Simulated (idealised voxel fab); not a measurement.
voxel transistor to metal: a process module
Xsec cut, 150 nm wide, square cell size 5 nm.
When this document writes out a cross-section, it uses a grid of square cells and lists it as bands, beginning at the top and moving down, with a band standing for one or more rows of cells.
What a band's entry tells you: where the top is and where the bottom is, as heights in nm, and after that what lies inside, material by material from left to right, each with its width in nm. Empty space is written as the word "blank", and a single material marked with the word "throughout" occupies the band from edge to edge.
We count height from 0. Below that, the starting wafer is all one material. The lowest band never ends at the bottom but goes on down; see "0 and below" for how that is written.
When a width is written as two numbers, as in "30..40", the first number is the width in the top row of cells of the band and the second is the width in its bottom row, and the width changes by the same amount from each row to the next.
Any step labelled "identical to before" changed none of the cells in the cross-section.
Reported under the label "Enclosed voids" are the empty spaces having no open way to the top and comprising 8 cells or more; the notation for each is width x height at distance, in which the distance is measured from the left edge and all three values are in nm.
That trailing text on a step's line, after the settings, is the simulator's own remark on the step.
"overlay nm", when on a step's line for a step with a mask, measures how far to the right of its planned place the mask lay; a negative measure means to the left.

These are the steps we planned for the process
1: RECEIVE | material Si
2: CONFORMAL_DEP | material SiO2 | thk nm 5
3: CONFORMAL_DEP | material SiN | thk nm 10
4: PATTERN | tone cover | mask id ACTIVE | material resist | width nm 115 | thk nm 15 | overlay nm 0
5: DIRECTIONAL_ETCH | etch materials SiN | depth nm 10
6: DIRECTIONAL_ETCH | etch materials SiO2 | depth nm 5
7: DIRECTIONAL_ETCH | etch materials Si | depth nm 20
8: STRIP | etch materials resist
9: FILL_DEP | material SiO2 | thk nm 15
10: CMP | height nm 15
11: SELECTIVE_ETCH | etch materials SiO2 | depth nm 10
12: STRIP | etch materials SiN
13: SELECTIVE_ETCH | etch materials SiO2 | depth nm 5
14: OXIDIZE | depth nm 5
15: DIRECTIONAL_DEP | material polySi | thk nm 20
16: DIRECTIONAL_DEP | material SiCN | thk nm 10
17: DIRECTIONAL_DEP | material aC | thk nm 10
18: PATTERN | tone cover | mask id GATE | material resist | width nm 35 | thk nm 30 | overlay nm 0
19: DIRECTIONAL_ETCH | etch materials aC | depth nm 10
20: STRIP | etch materials resist
21: DIRECTIONAL_ETCH | etch materials SiCN | depth nm 20
22: DIRECTIONAL_ETCH | etch materials polySi | depth nm 30
23: STRIP | etch materials aC
24: CONFORMAL_DEP | material SiN | thk nm 5
25: DIRECTIONAL_ETCH | etch materials SiN | depth nm 5
26: DIRECTIONAL_ETCH | etch materials SiO2 | depth nm 5
27: DIRECTIONAL_ETCH | etch materials Si | depth nm 5
28: EPI | material SiGe | thk nm 10
29: FILL_DEP | material SiO2 | thk nm 10
30: CMP | height nm 20
31: STRIP | etch materials polySi
32: SELECTIVE_ETCH | etch materials SiO2 | depth nm 5
33: CONFORMAL_DEP | material HfO2 | thk nm 5
34: CONFORMAL_DEP | material TiN | thk nm 5
35: FILL_DEP | material W | thk nm 5
36: CMP | height nm 15
37: DIRECTIONAL_DEP | material SiO2 | thk nm 10
38: PATTERN | tone open | mask id CONTACT | material resist | width nm 15 | pitch nm 90 | thk nm 20 | overlay nm 0
39: DIRECTIONAL_ETCH | etch materials SiO2 | depth nm 25
40: STRIP | etch materials resist
41: CONFORMAL_DEP | material TiN | thk nm 5
42: FILL_DEP | material W | thk nm 5
43: CMP | height nm 25
44: CONFORMAL_DEP | material SiCN | thk nm 5
45: DIRECTIONAL_DEP | material lowk | thk nm 20
46: PATTERN | tone open | mask id METAL_1 | material resist | width nm 15 | pitch nm 90 | thk nm 15 | overlay nm 0
47: DIRECTIONAL_ETCH | etch materials lowk | depth nm 20
48: DIRECTIONAL_ETCH | etch materials SiCN | depth nm 5
49: STRIP | etch materials resist
50: CONFORMAL_DEP | material TiN | thk nm 5
51: FILL_DEP | material Ru | thk nm 5
52: CMP | height nm 50
53: EPI | material Ru | thk nm 5
54: FILL_DEP | material SiCN | thk nm 5

First of two wafers - as planned

Received-state cross-section, reflecting completion of step 1
* 0 and below | Si throughout
* Enclosed voids: none

Upon completion of step 2, the wafer appears in cross-section as shown
* 5 down to 0 | SiO2 throughout
* Everything under 0 stays put, no change at all.

Upon completion of step 3, the wafer appears in cross-section as shown
* 15 down to 5 | SiN throughout
* Everything under 5 stays put, no change at all.

Upon completion of step 4, the wafer appears in cross-section as shown
* 30 down to 15 | blank 15 nm, resist 115 nm, blank 20 nm
* Everything under 15 stays put, no change at all.

Upon completion of step 5, the wafer appears in cross-section as shown
* 30 down to 15 | blank 15 nm, resist 115 nm, blank 20 nm
* 15 down to 5 | blank 15 nm, SiN 115 nm, blank 20 nm
* Everything under 5 stays put, no change at all.

Upon completion of step 6, the wafer appears in cross-section as shown
* 30 down to 15 | blank 15 nm, resist 115 nm, blank 20 nm
* 15 down to 5 | blank 15 nm, SiN 115 nm, blank 20 nm
* 5 down to 0 | blank 15 nm, SiO2 115 nm, blank 20 nm
* Everything under 0 stays put, no change at all.

Upon completion of step 7, the wafer appears in cross-section as shown
* 30 down to 15 | blank 15 nm, resist 115 nm, blank 20 nm
* 15 down to 5 | blank 15 nm, SiN 115 nm, blank 20 nm
* 5 down to 0 | blank 15 nm, SiO2 115 nm, blank 20 nm
* 0 down to -20 | blank 15 nm, Si 115 nm, blank 20 nm
* Everything under -20 stays put, no change at all.

Upon completion of step 8, the wafer appears in cross-section as shown
* 15 down to 5 | blank 15 nm, SiN 115 nm, blank 20 nm
* Everything under 5 stays put, no change at all.

Upon completion of step 9, the wafer appears in cross-section as shown
* 30 down to 15 | SiO2 throughout
* 15 down to 5 | SiO2 15 nm, SiN 115 nm, SiO2 20 nm
* 5 down to 0 | SiO2 throughout
* 0 down to -20 | SiO2 15 nm, Si 115 nm, SiO2 20 nm
* Everything under -20 stays put, no change at all.

Upon completion of step 10, the wafer appears in cross-section as shown
* 15 down to 5 | SiO2 15 nm, SiN 115 nm, SiO2 20 nm
* Everything under 5 stays put, no change at all.

Upon completion of step 11, the wafer appears in cross-section as shown
* 15 down to 5 | blank 15 nm, SiN 115 nm, blank 20 nm
* Everything under 5 stays put, no change at all.

Upon completion of step 12, the wafer appears in cross-section as shown
* 5 down to 0 | SiO2 throughout
* Everything under 0 stays put, no change at all.

Upon completion of step 13, the wafer appears in cross-section as shown
* 0 down to -20 | SiO2 15 nm, Si 115 nm, SiO2 20 nm
* Everything under -20 stays put, no change at all.

Upon completion of step 14, the wafer appears in cross-section as shown
* 0 down to -5 | SiO2 throughout
* Everything under -5 stays put, no change at all.

Upon completion of step 15, the wafer appears in cross-section as shown
* 20 down to 0 | polySi throughout
* Everything under 0 stays put, no change at all.

Upon completion of step 16, the wafer appears in cross-section as shown
* 30 down to 20 | SiCN throughout
* Everything under 20 stays put, no change at all.

Upon completion of step 17, the wafer appears in cross-section as shown
* 40 down to 30 | aC throughout
* Everything under 30 stays put, no change at all.

Upon completion of step 18, the wafer appears in cross-section as shown
* 70 down to 40 | blank 55 nm, resist 35 nm, blank 60 nm
* Everything under 40 stays put, no change at all.

Upon completion of step 19, the wafer appears in cross-section as shown
* 60 down to 40 | blank 55 nm, resist 35 nm, blank 60 nm
* 40 down to 30 | blank 55 nm, aC 35 nm, blank 60 nm
* Everything under 30 stays put, no change at all.

Upon completion of step 20, the wafer appears in cross-section as shown
* 40 down to 30 | blank 55 nm, aC 35 nm, blank 60 nm
* Everything under 30 stays put, no change at all.

Upon completion of step 21, the wafer appears in cross-section as shown
* 40 down to 30 | blank 55 nm, aC 35 nm, blank 60 nm
* 30 down to 20 | blank 55 nm, SiCN 35 nm, blank 60 nm
* Everything under 20 stays put, no change at all.

Upon completion of step 22, the wafer appears in cross-section as shown
* 40 down to 30 | blank 55 nm, aC 35 nm, blank 60 nm
* 30 down to 20 | blank 55 nm, SiCN 35 nm, blank 60 nm
* 20 down to 0 | blank 55 nm, polySi 35 nm, blank 60 nm
* Everything under 0 stays put, no change at all.

Upon completion of step 23, the wafer appears in cross-section as shown
* 30 down to 20 | blank 55 nm, SiCN 35 nm, blank 60 nm
* Everything under 20 stays put, no change at all.

Upon completion of step 24, the wafer appears in cross-section as shown
* 35 down to 30 | blank 50 nm, SiN 45 nm, blank 55 nm
* 30 down to 20 | blank 50 nm, SiN 5 nm, SiCN 35 nm, SiN 5 nm, blank 55 nm
* 20 down to 5 | blank 50 nm, SiN 5 nm, polySi 35 nm, SiN 5 nm, blank 55 nm
* 5 down to 0 | SiN 55 nm, polySi 35 nm, SiN 60 nm
* Everything under 0 stays put, no change at all.

Upon completion of step 25, the wafer appears in cross-section as shown
* 30 down to 20 | blank 50 nm, SiN 5 nm, SiCN 35 nm, SiN 5 nm, blank 55 nm
* 20 down to 0 | blank 50 nm, SiN 5 nm, polySi 35 nm, SiN 5 nm, blank 55 nm
* Everything under 0 stays put, no change at all.

Upon completion of step 26, the wafer appears in cross-section as shown
* 30 down to 20 | blank 50 nm, SiN 5 nm, SiCN 35 nm, SiN 5 nm, blank 55 nm
* 20 down to 0 | blank 50 nm, SiN 5 nm, polySi 35 nm, SiN 5 nm, blank 55 nm
* 0 down to -5 | blank 50 nm, SiO2 45 nm, blank 55 nm
* Everything under -5 stays put, no change at all.

Upon completion of step 27, the wafer appears in cross-section as shown
* 30 down to 20 | blank 50 nm, SiN 5 nm, SiCN 35 nm, SiN 5 nm, blank 55 nm
* 20 down to 0 | blank 50 nm, SiN 5 nm, polySi 35 nm, SiN 5 nm, blank 55 nm
* 0 down to -5 | blank 50 nm, SiO2 45 nm, blank 55 nm
* -5 down to -10 | SiO2 15 nm, blank 35 nm, Si 45 nm, blank 35 nm, SiO2 20 nm
* Everything under -10 stays put, no change at all.

Upon completion of step 28, the wafer appears in cross-section as shown
* 30 down to 20 | blank 50 nm, SiN 5 nm, SiCN 35 nm, SiN 5 nm, blank 55 nm
* 20 down to 5 | blank 50 nm, SiN 5 nm, polySi 35 nm, SiN 5 nm, blank 55 nm
* 5 down to 0 | blank 40 nm, SiGe 10 nm, SiN 5 nm, polySi 35 nm, SiN 5 nm, SiGe 10 nm, blank 45 nm
* 0 down to -5 | blank 10 nm, SiGe 40 nm, SiO2 45 nm, SiGe 40 nm, blank 15 nm
* -5 down to -10 | SiO2 15 nm, SiGe 35 nm, Si 45 nm, SiGe 35 nm, SiO2 20 nm
* Everything under -10 stays put, no change at all.

Upon completion of step 29, the wafer appears in cross-section as shown
* 40 down to 30 | SiO2 throughout
* 30 down to 20 | SiO2 50 nm, SiN 5 nm, SiCN 35 nm, SiN 5 nm, SiO2 55 nm
* 20 down to 5 | SiO2 50 nm, SiN 5 nm, polySi 35 nm, SiN 5 nm, SiO2 55 nm
* 5 down to 0 | SiO2 40 nm, SiGe 10 nm, SiN 5 nm, polySi 35 nm, SiN 5 nm, SiGe 10 nm, SiO2 45 nm
* 0 down to -5 | SiO2 10 nm, SiGe 40 nm, SiO2 45 nm, SiGe 40 nm, SiO2 15 nm
* Everything under -5 stays put, no change at all.

Upon completion of step 30, the wafer appears in cross-section as shown
* 20 down to 5 | SiO2 50 nm, SiN 5 nm, polySi 35 nm, SiN 5 nm, SiO2 55 nm
* Everything under 5 stays put, no change at all.

Upon completion of step 31, the wafer appears in cross-section as shown
* 20 down to 5 | SiO2 50 nm, SiN 5 nm, blank 35 nm, SiN 5 nm, SiO2 55 nm
* 5 down to 0 | SiO2 40 nm, SiGe 10 nm, SiN 5 nm, blank 35 nm, SiN 5 nm, SiGe 10 nm, SiO2 45 nm
* Everything under 0 stays put, no change at all.

Upon completion of step 32, the wafer appears in cross-section as shown
* 20 down to 15 | blank 50 nm, SiN 5 nm, blank 35 nm, SiN 5 nm, blank 55 nm
* 15 down to 5 | SiO2 50 nm, SiN 5 nm, blank 35 nm, SiN 5 nm, SiO2 55 nm
* 5 down to 0 | SiO2 40 nm, SiGe 10 nm, SiN 5 nm, blank 35 nm, SiN 5 nm, SiGe 10 nm, SiO2 45 nm
* 0 down to -5 | SiO2 10 nm, SiGe 40 nm, blank 45 nm, SiGe 40 nm, SiO2 15 nm
* Everything under -5 stays put, no change at all.

Upon completion of step 33, the wafer appears in cross-section as shown
* 25 down to 20 | blank 45 nm, HfO2 15 nm, blank 25 nm, HfO2 15 nm, blank 50 nm
* 20 down to 15 | HfO2 50 nm, SiN 5 nm, HfO2 5 nm, blank 25 nm, HfO2 5 nm, SiN 5 nm, HfO2 55 nm
* 15 down to 5 | SiO2 50 nm, SiN 5 nm, HfO2 5 nm, blank 25 nm, HfO2 5 nm, SiN 5 nm, SiO2 55 nm
* 5 down to 0 | SiO2 40 nm, SiGe 10 nm, SiN 5 nm, HfO2 5 nm, blank 25 nm, HfO2 5 nm, SiN 5 nm, SiGe 10 nm, SiO2 45 nm
* 0 down to -5 | SiO2 10 nm, SiGe 40 nm, HfO2 45 nm, SiGe 40 nm, SiO2 15 nm
* Everything under -5 stays put, no change at all.

Upon completion of step 34, the wafer appears in cross-section as shown
* 30 down to 25 | blank 40 nm, TiN 25 nm, blank 15 nm, TiN 25 nm, blank 45 nm
* 25 down to 20 | TiN 45 nm, HfO2 15 nm, TiN 5 nm, blank 15 nm, TiN 5 nm, HfO2 15 nm, TiN 50 nm
* 20 down to 15 | HfO2 50 nm, SiN 5 nm, HfO2 5 nm, TiN 5 nm, blank 15 nm, TiN 5 nm, HfO2 5 nm, SiN 5 nm, HfO2 55 nm
* 15 down to 5 | SiO2 50 nm, SiN 5 nm, HfO2 5 nm, TiN 5 nm, blank 15 nm, TiN 5 nm, HfO2 5 nm, SiN 5 nm, SiO2 55 nm
* 5 down to 0 | SiO2 40 nm, SiGe 10 nm, SiN 5 nm, HfO2 5 nm, TiN 25 nm, HfO2 5 nm, SiN 5 nm, SiGe 10 nm, SiO2 45 nm
* Everything under 0 stays put, no change at all.

Upon completion of step 35, the wafer appears in cross-section as shown
* 35 down to 30 | W throughout
* 30 down to 25 | W 40 nm, TiN 25 nm, W 15 nm, TiN 25 nm, W 45 nm
* 25 down to 20 | TiN 45 nm, HfO2 15 nm, TiN 5 nm, W 15 nm, TiN 5 nm, HfO2 15 nm, TiN 50 nm
* 20 down to 15 | HfO2 50 nm, SiN 5 nm, HfO2 5 nm, TiN 5 nm, W 15 nm, TiN 5 nm, HfO2 5 nm, SiN 5 nm, HfO2 55 nm
* 15 down to 5 | SiO2 50 nm, SiN 5 nm, HfO2 5 nm, TiN 5 nm, W 15 nm, TiN 5 nm, HfO2 5 nm, SiN 5 nm, SiO2 55 nm
* Everything under 5 stays put, no change at all.

Upon completion of step 36, the wafer appears in cross-section as shown
* 15 down to 5 | SiO2 50 nm, SiN 5 nm, HfO2 5 nm, TiN 5 nm, W 15 nm, TiN 5 nm, HfO2 5 nm, SiN 5 nm, SiO2 55 nm
* Everything under 5 stays put, no change at all.

Upon completion of step 37, the wafer appears in cross-section as shown
* 25 down to 15 | SiO2 throughout
* Everything under 15 stays put, no change at all.

Upon completion of step 38, the wafer appears in cross-section as shown
* 45 down to 25 | resist 20 nm, blank 15 nm, resist 75 nm, blank 15 nm, resist 25 nm
* Everything under 25 stays put, no change at all.

Upon completion of step 39, the wafer appears in cross-section as shown
* 45 down to 25 | resist 20 nm, blank 15 nm, resist 75 nm, blank 15 nm, resist 25 nm
* 25 down to 15 | SiO2 20 nm, blank 15 nm, SiO2 75 nm, blank 15 nm, SiO2 25 nm
* 15 down to 5 | SiO2 20 nm, blank 15 nm, SiO2 15 nm, SiN 5 nm, HfO2 5 nm, TiN 5 nm, W 15 nm, TiN 5 nm, HfO2 5 nm, SiN 5 nm, SiO2 15 nm, blank 15 nm, SiO2 25 nm
* 5 down to 0 | SiO2 20 nm, blank 15 nm, SiO2 5 nm, SiGe 10 nm, SiN 5 nm, HfO2 5 nm, TiN 25 nm, HfO2 5 nm, SiN 5 nm, SiGe 10 nm, SiO2 5 nm, blank 15 nm, SiO2 25 nm
* Everything under 0 stays put, no change at all.

Upon completion of step 40, the wafer appears in cross-section as shown
* 25 down to 15 | SiO2 20 nm, blank 15 nm, SiO2 75 nm, blank 15 nm, SiO2 25 nm
* Everything under 15 stays put, no change at all.

Upon completion of step 41, the wafer appears in cross-section as shown
* 30 down to 25 | TiN 25 nm, blank 5 nm, TiN 85 nm, blank 5 nm, TiN 30 nm
* 25 down to 15 | SiO2 20 nm, TiN 5 nm, blank 5 nm, TiN 5 nm, SiO2 75 nm, TiN 5 nm, blank 5 nm, TiN 5 nm, SiO2 25 nm
* 15 down to 5 | SiO2 20 nm, TiN 5 nm, blank 5 nm, TiN 5 nm, SiO2 15 nm, SiN 5 nm, HfO2 5 nm, TiN 5 nm, W 15 nm, TiN 5 nm, HfO2 5 nm, SiN 5 nm, SiO2 15 nm, TiN 5 nm, blank 5 nm, TiN 5 nm, SiO2 25 nm
* 5 down to 0 | SiO2 20 nm, TiN 15 nm, SiO2 5 nm, SiGe 10 nm, SiN 5 nm, HfO2 5 nm, TiN 25 nm, HfO2 5 nm, SiN 5 nm, SiGe 10 nm, SiO2 5 nm, TiN 15 nm, SiO2 25 nm
* Everything under 0 stays put, no change at all.

Upon completion of step 42, the wafer appears in cross-section as shown
* 35 down to 30 | W throughout
* 30 down to 25 | TiN 25 nm, W 5 nm, TiN 85 nm, W 5 nm, TiN 30 nm
* 25 down to 15 | SiO2 20 nm, TiN 5 nm, W 5 nm, TiN 5 nm, SiO2 75 nm, TiN 5 nm, W 5 nm, TiN 5 nm, SiO2 25 nm
* 15 down to 5 | SiO2 20 nm, TiN 5 nm, W 5 nm, TiN 5 nm, SiO2 15 nm, SiN 5 nm, HfO2 5 nm, TiN 5 nm, W 15 nm, TiN 5 nm, HfO2 5 nm, SiN 5 nm, SiO2 15 nm, TiN 5 nm, W 5 nm, TiN 5 nm, SiO2 25 nm
* Everything under 5 stays put, no change at all.

Upon completion of step 43, the wafer appears in cross-section as shown
* 25 down to 15 | SiO2 20 nm, TiN 5 nm, W 5 nm, TiN 5 nm, SiO2 75 nm, TiN 5 nm, W 5 nm, TiN 5 nm, SiO2 25 nm
* Everything under 15 stays put, no change at all.

Upon completion of step 44, the wafer appears in cross-section as shown
* 30 down to 25 | SiCN throughout
* Everything under 25 stays put, no change at all.

Upon completion of step 45, the wafer appears in cross-section as shown
* 50 down to 30 | lowk throughout
* Everything under 30 stays put, no change at all.

Upon completion of step 46, the wafer appears in cross-section as shown
* 65 down to 50 | resist 20 nm, blank 15 nm, resist 75 nm, blank 15 nm, resist 25 nm
* Everything under 50 stays put, no change at all.

Upon completion of step 47, the wafer appears in cross-section as shown
* 65 down to 50 | resist 20 nm, blank 15 nm, resist 75 nm, blank 15 nm, resist 25 nm
* 50 down to 30 | lowk 20 nm, blank 15 nm, lowk 75 nm, blank 15 nm, lowk 25 nm
* Everything under 30 stays put, no change at all.

Upon completion of step 48, the wafer appears in cross-section as shown
* 65 down to 50 | resist 20 nm, blank 15 nm, resist 75 nm, blank 15 nm, resist 25 nm
* 50 down to 30 | lowk 20 nm, blank 15 nm, lowk 75 nm, blank 15 nm, lowk 25 nm
* 30 down to 25 | SiCN 20 nm, blank 15 nm, SiCN 75 nm, blank 15 nm, SiCN 25 nm
* Everything under 25 stays put, no change at all.

Upon completion of step 49, the wafer appears in cross-section as shown
* 50 down to 30 | lowk 20 nm, blank 15 nm, lowk 75 nm, blank 15 nm, lowk 25 nm
* Everything under 30 stays put, no change at all.

Upon completion of step 50, the wafer appears in cross-section as shown
* 55 down to 50 | TiN 25 nm, blank 5 nm, TiN 85 nm, blank 5 nm, TiN 30 nm
* 50 down to 30 | lowk 20 nm, TiN 5 nm, blank 5 nm, TiN 5 nm, lowk 75 nm, TiN 5 nm, blank 5 nm, TiN 5 nm, lowk 25 nm
* 30 down to 25 | SiCN 20 nm, TiN 15 nm, SiCN 75 nm, TiN 15 nm, SiCN 25 nm
* Everything under 25 stays put, no change at all.

Upon completion of step 51, the wafer appears in cross-section as shown
* 60 down to 55 | Ru throughout
* 55 down to 50 | TiN 25 nm, Ru 5 nm, TiN 85 nm, Ru 5 nm, TiN 30 nm
* 50 down to 30 | lowk 20 nm, TiN 5 nm, Ru 5 nm, TiN 5 nm, lowk 75 nm, TiN 5 nm, Ru 5 nm, TiN 5 nm, lowk 25 nm
* Everything under 30 stays put, no change at all.

Upon completion of step 52, the wafer appears in cross-section as shown
* 50 down to 30 | lowk 20 nm, TiN 5 nm, Ru 5 nm, TiN 5 nm, lowk 75 nm, TiN 5 nm, Ru 5 nm, TiN 5 nm, lowk 25 nm
* Everything under 30 stays put, no change at all.

Upon completion of step 53, the wafer appears in cross-section as shown
* 55 down to 50 | blank 15 nm, Ru 25 nm, blank 65 nm, Ru 25 nm, blank 20 nm
* Everything under 50 stays put, no change at all.

Upon completion of step 54, the wafer appears in cross-section as shown
* 60 down to 55 | SiCN throughout
* 55 down to 50 | SiCN 15 nm, Ru 25 nm, SiCN 65 nm, Ru 25 nm, SiCN 20 nm
* Everything under 50 stays put, no change at all.

Second wafer: like start, like plan, one mistake. Through step 51 it matches the first wafer

Second wafer, cross-section, planned end of step 52
* 55 down to 50 | TiN 25 nm, Ru 5 nm, TiN 85 nm, Ru 5 nm, TiN 30 nm
* Everything under 50 stays put, no change at all.

Second wafer, cross-section, planned end of step 53
* 60 down to 55 | Ru throughout
* Everything under 55 stays put, no change at all.

Second wafer, cross-section, planned end of step 54
* 65 down to 60 | SiCN throughout
* Everything under 60 stays put, no change at all.
Run error: contrary to plan, step 52 was performed as CMP | height nm 55
Final cells, second wafer relative to first, materials higher or lower: Ru +22, SiCN -20, TiN +28
